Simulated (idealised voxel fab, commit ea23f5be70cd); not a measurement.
The following is a process module called voxel wiring stack.
The width of the displayed cross-section, cut, is 160 nm; its cells are square, with a size of 5 nm.
Think of the cross-section as a grid of square cells. We describe it in bands, top to bottom, and each band covers one or more rows of those cells.
It is stipulated that each band's entry specify, in nanometres, the height of the top of the band and then that of its bottom, followed by the materials of the band in left-to-right sequence, each together with its width in nanometres. A single material marked by the word "throughout" is understood to fill the band from edge to edge; the word "air" is understood to denote empty space.
Below 0: as-received wafer, all one material; heights counted from there. Lowest band: no bottom, goes on down, written "top 0, no bottom".
A two-number width, for instance "30->40", indicates that the width is equal to the first number in the top row of the band and to the second number in the bottom row, and that it changes by a constant amount per row of cells.
Key: "stayed the same" - step with no changed cell in the cross-section.
In the "Tabulated closed voids" entry, you get each enclosed empty space of 8 cells or more, one with no open way to the top, written width x height at distance, distance from the left edge, in nm.
Whatever follows a step's settings on its line is a remark the simulator itself makes about that step.
The "overlay nm" setting may appear on a step's line; for a step that uses a mask, it gives how far to the right of its planned position the mask lay, and a negative value indicates the left.
BELOW IS THE LIST OF PLANNED PROCESS STEPS
1) RECEIVE,material Si
2) CONFORMAL_DEP,material SiO2,thk nm 15
3) DIRECTIONAL_DEP,material TiN,thk nm 5
4) DIRECTIONAL_DEP,material W,thk nm 25
5) PATTERN,tone cover,mask id METAL_1,material resist,width nm 20,pitch nm 40,thk nm 20,overlay nm 0
6) DIRECTIONAL_ETCH,etch materials W,depth nm 25
7) DIRECTIONAL_ETCH,etch materials TiN,depth nm 5
8) STRIP,etch materials resist
9) FILL_DEP,material lowk,thk nm 10
10) CMP,height nm 45
11) CONFORMAL_DEP,material SiCN,thk nm 5
12) DIRECTIONAL_DEP,material lowk,thk nm 30
13) DIRECTIONAL_DEP,material aC,thk nm 15
14) PATTERN,tone open,mask id METAL_2,material resist,width nm 20,pitch nm 40,thk nm 30,overlay nm 0
15) DIRECTIONAL_ETCH,etch materials aC,depth nm 15
16) STRIP,etch materials resist
17) DIRECTIONAL_ETCH,etch materials lowk,depth nm 15
18) STRIP,etch materials aC
19) MASKED_ETCH,tone open,mask id METAL_2_HOLES,width nm 15,pitch nm 40,etch materials lowk,depth nm 15,overlay nm 0
20) MASKED_ETCH,tone open,mask id METAL_2_HOLES,width nm 15,pitch nm 40,etch materials SiCN,depth nm 5,overlay nm 0
21) CONFORMAL_DEP,material TiN,thk nm 5
22) FILL_DEP,material Cu,thk nm 10
23) CMP,height nm 80
24) CONFORMAL_DEP,material SiN,thk nm 5
THE FIRST OF TWO WAFERS, RUN AS PLANNED
RECEIVED-STATE CROSS-SECTION, REFLECTING COMPLETION OF STEP 1
top 0, no bottom | Si throughout
Tabulated closed voids: none
SO THIS IS THE WAFER CROSS-SECTION RIGHT AFTER STEP 2
top 15, bottom 0 | SiO2 throughout
Below 0, the layers are the same as they were.
SO THIS IS THE WAFER CROSS-SECTION RIGHT AFTER STEP 3
top 20, bottom 15 | TiN throughout
Below 15, the layers are the same as they were.
SO THIS IS THE WAFER CROSS-SECTION RIGHT AFTER STEP 4
top 45, bottom 20 | W throughout
Below 20, the layers are the same as they were.
SO THIS IS THE WAFER CROSS-SECTION RIGHT AFTER STEP 5
top 65, bottom 45 | air=50, then resist=20, then air=20, then resist=20, then air=50
Below 45, the layers are the same as they were.
SO THIS IS THE WAFER CROSS-SECTION RIGHT AFTER STEP 6
top 65, bottom 45 | air=50, then resist=20, then air=20, then resist=20, then air=50
top 45, bottom 20 | air=50, then W=20, then air=20, then W=20, then air=50
Below 20, the layers are the same as they were.
SO THIS IS THE WAFER CROSS-SECTION RIGHT AFTER STEP 7
top 65, bottom 45 | air=50, then resist=20, then air=20, then resist=20, then air=50
top 45, bottom 20 | air=50, then W=20, then air=20, then W=20, then air=50
top 20, bottom 15 | air=50, then TiN=20, then air=20, then TiN=20, then air=50
Below 15, the layers are the same as they were.
SO THIS IS THE WAFER CROSS-SECTION RIGHT AFTER STEP 8
top 45, bottom 20 | air=50, then W=20, then air=20, then W=20, then air=50
Below 20, the layers are the same as they were.
SO THIS IS THE WAFER CROSS-SECTION RIGHT AFTER STEP 9
top 55, bottom 45 | lowk throughout
top 45, bottom 20 | lowk=50, then W=20, then lowk=20, then W=20, then lowk=50
top 20, bottom 15 | lowk=50, then TiN=20, then lowk=20, then TiN=20, then lowk=50
Below 15, the layers are the same as they were.
SO THIS IS THE WAFER CROSS-SECTION RIGHT AFTER STEP 10
top 45, bottom 20 | lowk=50, then W=20, then lowk=20, then W=20, then lowk=50
Below 20, the layers are the same as they were.
SO THIS IS THE WAFER CROSS-SECTION RIGHT AFTER STEP 11
top 50, bottom 45 | SiCN throughout
Below 45, the layers are the same as they were.
SO THIS IS THE WAFER CROSS-SECTION RIGHT AFTER STEP 12
top 80, bottom 50 | lowk throughout
Below 50, the layers are the same as they were.
SO THIS IS THE WAFER CROSS-SECTION RIGHT AFTER STEP 13
top 95, bottom 80 | aC throughout
Below 80, the layers are the same as they were.
SO THIS IS THE WAFER CROSS-SECTION RIGHT AFTER STEP 14
top 125, bottom 95 | resist=50, then air=20, then resist=20, then air=20, then resist=50
Below 95, the layers are the same as they were.
SO THIS IS THE WAFER CROSS-SECTION RIGHT AFTER STEP 15
top 110, bottom 95 | resist=50, then air=20, then resist=20, then air=20, then resist=50
top 95, bottom 80 | aC=50, then air=20, then aC=20, then air=20, then aC=50
Below 80, the layers are the same as they were.
SO THIS IS THE WAFER CROSS-SECTION RIGHT AFTER STEP 16
top 95, bottom 80 | aC=50, then air=20, then aC=20, then air=20, then aC=50
Below 80, the layers are the same as they were.
SO THIS IS THE WAFER CROSS-SECTION RIGHT AFTER STEP 17
top 95, bottom 80 | aC=50, then air=20, then aC=20, then air=20, then aC=50
top 80, bottom 65 | lowk=50, then air=20, then lowk=20, then air=20, then lowk=50
Below 65, the layers are the same as they were.
SO THIS IS THE WAFER CROSS-SECTION RIGHT AFTER STEP 18
top 80, bottom 65 | lowk=50, then air=20, then lowk=20, then air=20, then lowk=50
Below 65, the layers are the same as they were.
SO THIS IS THE WAFER CROSS-SECTION RIGHT AFTER STEP 19
top 80, bottom 65 | lowk=50, then air=20, then lowk=20, then air=20, then lowk=50
top 65, bottom 50 | lowk=50, then air=15, then lowk=25, then air=15, then lowk=55
Below 50, the layers are the same as they were.
SO THIS IS THE WAFER CROSS-SECTION RIGHT AFTER STEP 20
top 80, bottom 65 | lowk=50, then air=20, then lowk=20, then air=20, then lowk=50
top 65, bottom 50 | lowk=50, then air=15, then lowk=25, then air=15, then lowk=55
top 50, bottom 45 | SiCN=50, then air=15, then SiCN=25, then air=15, then SiCN=55
Below 45, the layers are the same as they were.
SO THIS IS THE WAFER CROSS-SECTION RIGHT AFTER STEP 21
top 85, bottom 80 | TiN=55, then air=10, then TiN=30, then air=10, then TiN=55
top 80, bottom 70 | lowk=50, then TiN=5, then air=10, then TiN=5, then lowk=20, then TiN=5, then air=10, then TiN=5, then lowk=50
top 70, bottom 65 | lowk=50, then TiN=5, then air=5, then TiN=10, then lowk=20, then TiN=5, then air=5, then TiN=10, then lowk=50
top 65, bottom 50 | lowk=50, then TiN=5, then air=5, then TiN=5, then lowk=25, then TiN=5, then air=5, then TiN=5, then lowk=55
top 50, bottom 45 | SiCN=50, then TiN=15, then SiCN=25, then TiN=15, then SiCN=55
Below 45, the layers are the same as they were.
SO THIS IS THE WAFER CROSS-SECTION RIGHT AFTER STEP 22
top 95, bottom 85 | Cu throughout
top 85, bottom 80 | TiN=55, then Cu=10, then TiN=30, then Cu=10, then TiN=55
top 80, bottom 70 | lowk=50, then TiN=5, then Cu=10, then TiN=5, then lowk=20, then TiN=5, then Cu=10, then TiN=5, then lowk=50
top 70, bottom 65 | lowk=50, then TiN=5, then Cu=5, then TiN=10, then lowk=20, then TiN=5, then Cu=5, then TiN=10, then lowk=50
top 65, bottom 50 | lowk=50, then TiN=5, then Cu=5, then TiN=5, then lowk=25, then TiN=5, then Cu=5, then TiN=5, then lowk=55
Below 50, the layers are the same as they were.
SO THIS IS THE WAFER CROSS-SECTION RIGHT AFTER STEP 23
top 80, bottom 70 | lowk=50, then TiN=5, then Cu=10, then TiN=5, then lowk=20, then TiN=5, then Cu=10, then TiN=5, then lowk=50
Below 70, the layers are the same as they were.
SO THIS IS THE WAFER CROSS-SECTION RIGHT AFTER STEP 24
top 85, bottom 80 | SiN throughout
Below 80, the layers are the same as they were.
SECOND OF TWO: SAME START, SAME PLAN, ONE RUN ERROR; STEPS UP TO AND INCLUDING 9 MATCH THE FIRST
SECOND WAFER SHOWN IN CROSS-SECTION AT THE TIME STEP 10 WAS SLATED TO END
top 50, bottom 45 | lowk throughout
Below 45, the layers are the same as they were.
SECOND WAFER SHOWN IN CROSS-SECTION AT THE TIME STEP 11 WAS SLATED TO END
top 55, bottom 50 | SiCN throughout
Below 50, the layers are the same as they were.
SECOND WAFER SHOWN IN CROSS-SECTION AT THE TIME STEP 12 WAS SLATED TO END
top 85, bottom 55 | lowk throughout
Below 55, the layers are the same as they were.
SECOND WAFER SHOWN IN CROSS-SECTION AT THE TIME STEP 13 WAS SLATED TO END
top 100, bottom 85 | aC throughout
Below 85, the layers are the same as they were.
SECOND WAFER SHOWN IN CROSS-SECTION AT THE TIME STEP 14 WAS SLATED TO END
top 130, bottom 100 | resist=50, then air=20, then resist=20, then air=20, then resist=50
Below 100, the layers are the same as they were.
SECOND WAFER SHOWN IN CROSS-SECTION AT THE TIME STEP 15 WAS SLATED TO END
top 115, bottom 100 | resist=50, then air=20, then resist=20, then air=20, then resist=50
top 100, bottom 85 | aC=50, then air=20, then aC=20, then air=20, then aC=50
Below 85, the layers are the same as they were.
SECOND WAFER SHOWN IN CROSS-SECTION AT THE TIME STEP 16 WAS SLATED TO END
top 100, bottom 85 | aC=50, then air=20, then aC=20, then air=20, then aC=50
Below 85, the layers are the same as they were.
SECOND WAFER SHOWN IN CROSS-SECTION AT THE TIME STEP 17 WAS SLATED TO END
top 100, bottom 85 | aC=50, then air=20, then aC=20, then air=20, then aC=50
top 85, bottom 70 | lowk=50, then air=20, then lowk=20, then air=20, then lowk=50
Below 70, the layers are the same as they were.
SECOND WAFER SHOWN IN CROSS-SECTION AT THE TIME STEP 18 WAS SLATED TO END
top 85, bottom 70 | lowk=50, then air=20, then lowk=20, then air=20, then lowk=50
Below 70, the layers are the same as they were.
SECOND WAFER SHOWN IN CROSS-SECTION AT THE TIME STEP 19 WAS SLATED TO END
top 85, bottom 70 | lowk=50, then air=20, then lowk=20, then air=20, then lowk=50
top 70, bottom 55 | lowk=50, then air=15, then lowk=25, then air=15, then lowk=55
Below 55, the layers are the same as they were.
SECOND WAFER SHOWN IN CROSS-SECTION AT THE TIME STEP 20 WAS SLATED TO END
top 85, bottom 70 | lowk=50, then air=20, then lowk=20, then air=20, then lowk=50
top 70, bottom 55 | lowk=50, then air=15, then lowk=25, then air=15, then lowk=55
top 55, bottom 50 | SiCN=50, then air=15, then SiCN=25, then air=15, then SiCN=55
Below 50, the layers are the same as they were.
SECOND WAFER SHOWN IN CROSS-SECTION AT THE TIME STEP 21 WAS SLATED TO END
top 90, bottom 85 | TiN=55, then air=10, then TiN=30, then air=10, then TiN=55
top 85, bottom 75 | lowk=50, then TiN=5, then air=10, then TiN=5, then lowk=20, then TiN=5, then air=10, then TiN=5, then lowk=50
top 75, bottom 70 | lowk=50, then TiN=5, then air=5, then TiN=10, then lowk=20, then TiN=5, then air=5, then TiN=10, then lowk=50
top 70, bottom 55 | lowk=50, then TiN=5, then air=5, then TiN=5, then lowk=25, then TiN=5, then air=5, then TiN=5, then lowk=55
top 55, bottom 50 | SiCN=50, then TiN=15, then SiCN=25, then TiN=15, then SiCN=55
Below 50, the layers are the same as they were.
SECOND WAFER SHOWN IN CROSS-SECTION AT THE TIME STEP 22 WAS SLATED TO END
top 100, bottom 90 | Cu throughout
top 90, bottom 85 | TiN=55, then Cu=10, then TiN=30, then Cu=10, then TiN=55
top 85, bottom 75 | lowk=50, then TiN=5, then Cu=10, then TiN=5, then lowk=20, then TiN=5, then Cu=10, then TiN=5, then lowk=50
top 75, bottom 70 | lowk=50, then TiN=5, then Cu=5, then TiN=10, then lowk=20, then TiN=5, then Cu=5, then TiN=10, then lowk=50
top 70, bottom 55 | lowk=50, then TiN=5, then Cu=5, then TiN=5, then lowk=25, then TiN=5, then Cu=5, then TiN=5, then lowk=55
Below 55, the layers are the same as they were.
SECOND WAFER SHOWN IN CROSS-SECTION AT THE TIME STEP 23 WAS SLATED TO END
top 80, bottom 70 | lowk=50, then TiN=5, then Cu=10->5, then TiN=5->10, then lowk=20, then TiN=5, then Cu=10->5, then TiN=5->10, then lowk=50
Below 70, the layers are the same as they were.
SECOND WAFER SHOWN IN CROSS-SECTION AT THE TIME STEP 24 WAS SLATED TO END
top 85, bottom 80 | SiN throughout
Below 80, the layers are the same as they were.
Against the plan, the run slipped here: step 10 off recipe, ran as CMP,height nm 50
Once processing is complete, comparing cell counts shows that the second wafer has more or fewer of certain materials than the first: Cu -4, TiN -4, lowk +8
